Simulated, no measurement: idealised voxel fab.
process module | voxel wiring stack
cross-section cut | 275 nm wide | cells 5 nm
A cross-section is a grid of square cells, given in bands from the top down. A band is one or more rows of cells.
Each band's line starts with the height of the band's top and of its bottom, in nm. Then come its materials from left to right, each with its width in nm. One material with "throughout" fills the band from edge to edge. "air" is empty space.
Height 0 is the level under which the wafer as received is all one material. The lowest band goes on downwards, as in "0 down".
A width such as "30 to 40" changes by the same amount from each row of cells to the next, from the band's top row to its bottom row.
"no change" after a step means that no cell of the cross-section changed.
closed voids: empty space of 8 cells or more with no open way to the top, each as width x height at its distance from the left edge, in nm
after a step's settings: what the simulator itself notes on the step
overlay nm, on a step with a mask: how far to the right of its planned place the mask lay; to the left if negative
plan
1 op RECEIVE | material Si
2 op CONFORMAL_DEP | material SiO2 | thk nm 15
3 op DIRECTIONAL_DEP | material TiN | thk nm 5
4 op DIRECTIONAL_DEP | material Ru | thk nm 25
5 op PATTERN | tone cover | mask id METAL_1 | material resist | width nm 25 | pitch nm 40 | thk nm 20 | overlay nm 0
6 op DIRECTIONAL_ETCH | etch materials Ru | depth nm 25
7 op DIRECTIONAL_ETCH | etch materials TiN | depth nm 5
8 op STRIP | etch materials resist
9 op FILL_DEP | material lowk | thk nm 10
10 op CMP | height nm 45
11 op CONFORMAL_DEP | material SiCN | thk nm 5
12 op DIRECTIONAL_DEP | material SiO2 | thk nm 30
13 op DIRECTIONAL_DEP | material aC | thk nm 10
14 op PATTERN | tone open | mask id METAL_2 | material resist | width nm 25 | pitch nm 40 | thk nm 30 | overlay nm 0
15 op DIRECTIONAL_ETCH | etch materials aC | depth nm 10
16 op STRIP | etch materials resist
17 op DIRECTIONAL_ETCH | etch materials SiO2 | depth nm 20
18 op STRIP | etch materials aC
19 op DIRECTIONAL_DEP | material aC | thk nm 15
20 op PATTERN | tone open | mask id METAL_2_HOLES | material resist | width nm 15 | pitch nm 80 | thk nm 35 | overlay nm 0
21 op DIRECTIONAL_ETCH | etch materials aC | depth nm 15
22 op STRIP | etch materials resist
23 op DIRECTIONAL_ETCH | etch materials SiO2 | depth nm 10
24 op DIRECTIONAL_ETCH | etch materials SiCN | depth nm 5
25 op STRIP | etch materials aC
26 op CONFORMAL_DEP | material TiN | thk nm 5
27 op FILL_DEP | material Cu | thk nm 10
28 op CMP | height nm 80
29 op CONFORMAL_DEP | material SiCN | thk nm 5
30 op DIRECTIONAL_DEP | material SiO2 | thk nm 30
31 op PATTERN | tone open | mask id METAL_3 | material resist | width nm 25 | pitch nm 40 | thk nm 15 | overlay nm 0
32 op DIRECTIONAL_ETCH | etch materials SiO2 | depth nm 20
33 op STRIP | etch materials resist
34 op DIRECTIONAL_DEP | material aC | thk nm 10
35 op PATTERN | tone open | mask id METAL_3_HOLES | material resist | width nm 15 | pitch nm 80 | thk nm 25 | overlay nm 0
36 op DIRECTIONAL_ETCH | etch materials aC | depth nm 5
37 op STRIP | etch materials resist
38 op DIRECTIONAL_ETCH | etch materials SiO2 | depth nm 10
39 op DIRECTIONAL_ETCH | etch materials SiCN | depth nm 5
40 op STRIP | etch materials aC
41 op CONFORMAL_DEP | material TiN | thk nm 5
42 op FILL_DEP | material Ru | thk nm 5
43 op CMP | height nm 115
44 op CONFORMAL_DEP | material SiCN | thk nm 5
45 op DIRECTIONAL_DEP | material SiO2 | thk nm 30
46 op PATTERN | tone open | mask id METAL_4_HOLES | material resist | width nm 15 | pitch nm 40 | thk nm 20 | overlay nm 0
47 op DIRECTIONAL_ETCH | etch materials SiO2 | depth nm 30
48 op STRIP | etch materials resist
49 op PATTERN | tone open | mask id METAL_4 | material resist | width nm 25 | pitch nm 40 | thk nm 20 | overlay nm 0
50 op DIRECTIONAL_ETCH | etch materials SiO2 | depth nm 20
51 op DIRECTIONAL_ETCH | etch materials SiCN | depth nm 5
52 op STRIP | etch materials resist
53 op CONFORMAL_DEP | material TiN | thk nm 5
54 op FILL_DEP | material Cu | thk nm 5
55 op CMP | height nm 150
56 op CONFORMAL_DEP | material SiCN | thk nm 5
varied across the wafers: depth nm of step 36. The plan shows the first wafer's value. All wafers start alike
first wafer as received, after step 1
  0 down: Si throughout
  closed voids: none
first wafer at the end, after step 56
  155 to 150: SiCN throughout
  150 to 135: SiO2 85 | TiN 5 | Cu 15 | TiN 5 | SiO2 15 | TiN 5 | Cu 15 | TiN 5 | SiO2 15 | TiN 5 | Cu 15 | TiN 5 | SiO2 85
  135 to 130: SiO2 85 | TiN 5 | Cu 5 | TiN 15 | SiO2 15 | TiN 5 | Cu 5 | TiN 15 | SiO2 15 | TiN 5 | Cu 5 | TiN 15 | SiO2 85
  130 to 120: SiO2 85 | TiN 5 | Cu 5 | TiN 5 | SiO2 25 | TiN 5 | Cu 5 | TiN 5 | SiO2 25 | TiN 5 | Cu 5 | TiN 5 | SiO2 95
  120 to 115: SiCN 85 | TiN 15 | SiCN 25 | TiN 15 | SiCN 25 | TiN 15 | SiCN 95
  115 to 100: SiO2 85 | TiN 5 | Ru 15 | TiN 5 | SiO2 15 | TiN 5 | Ru 15 | TiN 5 | SiO2 15 | TiN 5 | Ru 15 | TiN 5 | SiO2 85
  100 to 95: SiO2 85 | TiN 25 | SiO2 15 | TiN 25 | SiO2 15 | TiN 25 | SiO2 85
  95 to 85: SiO2 throughout
  85 to 80: SiCN throughout
  80 to 65: SiO2 85 | TiN 5 | Cu 15 | TiN 5 | SiO2 15 | TiN 5 | Cu 15 | TiN 5 | SiO2 15 | TiN 5 | Cu 15 | TiN 5 | SiO2 85
  65 to 60: SiO2 85 | TiN 5 | Cu 5 | TiN 15 | SiO2 15 | TiN 25 | SiO2 15 | TiN 5 | Cu 5 | TiN 15 | SiO2 85
  60 to 50: SiO2 85 | TiN 5 | Cu 5 | TiN 5 | SiO2 65 | TiN 5 | Cu 5 | TiN 5 | SiO2 95
  50 to 45: SiCN 85 | TiN 15 | SiCN 65 | TiN 15 | SiCN 95
  45 to 20: lowk 85 | Ru 25 | lowk 15 | Ru 25 | lowk 15 | Ru 25 | lowk 85
  20 to 15: lowk 85 | TiN 25 | lowk 15 | TiN 25 | lowk 15 | TiN 25 | lowk 85
  15 to 0: SiO2 throughout
  0 down: Si throughout
  closed voids: none
last wafer at the end
  155 to 150: SiCN throughout
  150 to 135: SiO2 85 | TiN 5 | Cu 15 | TiN 5 | SiO2 15 | TiN 5 | Cu 15 | TiN 5 | SiO2 15 | TiN 5 | Cu 15 | TiN 5 | SiO2 85
  135 to 130: SiO2 85 | TiN 5 | Cu 5 | TiN 15 | SiO2 15 | TiN 5 | Cu 5 | TiN 15 | SiO2 15 | TiN 5 | Cu 5 | TiN 15 | SiO2 85
  130 to 120: SiO2 85 | TiN 5 | Cu 5 | TiN 5 | SiO2 25 | TiN 5 | Cu 5 | TiN 5 | SiO2 25 | TiN 5 | Cu 5 | TiN 5 | SiO2 95
  120 to 115: SiCN 85 | TiN 15 | SiCN 25 | TiN 15 | SiCN 25 | TiN 15 | SiCN 95
  115 to 100: SiO2 85 | TiN 5 | Ru 15 | TiN 5 | SiO2 15 | TiN 5 | Ru 15 | TiN 5 | SiO2 15 | TiN 5 | Ru 15 | TiN 5 | SiO2 85
  100 to 95: SiO2 85 | TiN 5 | Ru 5 | TiN 15 | SiO2 15 | TiN 25 | SiO2 15 | TiN 5 | Ru 5 | TiN 15 | SiO2 85
  95 to 85: SiO2 85 | TiN 5 | Ru 5 | TiN 5 | SiO2 65 | TiN 5 | Ru 5 | TiN 5 | SiO2 95
  85 to 80: SiCN 85 | TiN 15 | SiCN 65 | TiN 15 | SiCN 95
  80 to 65: SiO2 85 | TiN 5 | Cu 15 | TiN 5 | SiO2 15 | TiN 5 | Cu 15 | TiN 5 | SiO2 15 | TiN 5 | Cu 15 | TiN 5 | SiO2 85
  65 to 60: SiO2 85 | TiN 5 | Cu 5 | TiN 15 | SiO2 15 | TiN 25 | SiO2 15 | TiN 5 | Cu 5 | TiN 15 | SiO2 85
  60 to 50: SiO2 85 | TiN 5 | Cu 5 | TiN 5 | SiO2 65 | TiN 5 | Cu 5 | TiN 5 | SiO2 95
  50 to 45: SiCN 85 | TiN 15 | SiCN 65 | TiN 15 | SiCN 95
  45 to 20: lowk 85 | Ru 25 | lowk 15 | Ru 25 | lowk 15 | Ru 25 | lowk 85
  20 to 15: lowk 85 | TiN 25 | lowk 15 | TiN 25 | lowk 15 | TiN 25 | lowk 85
  15 to 0: SiO2 throughout
  0 down: Si throughout
  closed voids: none
each wafer at the end: cells of each material gained (+) or lost (-) since it was received, then its closed voids
depth nm 5 | +69 Cu | +102 Ru | +205 SiCN | +945 SiO2 | +144 TiN | +240 lowk | closed voids: none
depth nm 10 | +69 Cu | +108 Ru | +199 SiCN | +933 SiO2 | +156 TiN | +240 lowk | closed voids: none
depth nm 15 | +69 Cu | +108 Ru | +199 SiCN | +933 SiO2 | +156 TiN | +240 lowk | closed voids: none
depth nm 20 | +69 Cu | +108 Ru | +199 SiCN | +933 SiO2 | +156 TiN | +240 lowk | closed voids: none
depth nm 25 | +69 Cu | +108 Ru | +199 SiCN | +933 SiO2 | +156 TiN | +240 lowk | closed voids: none
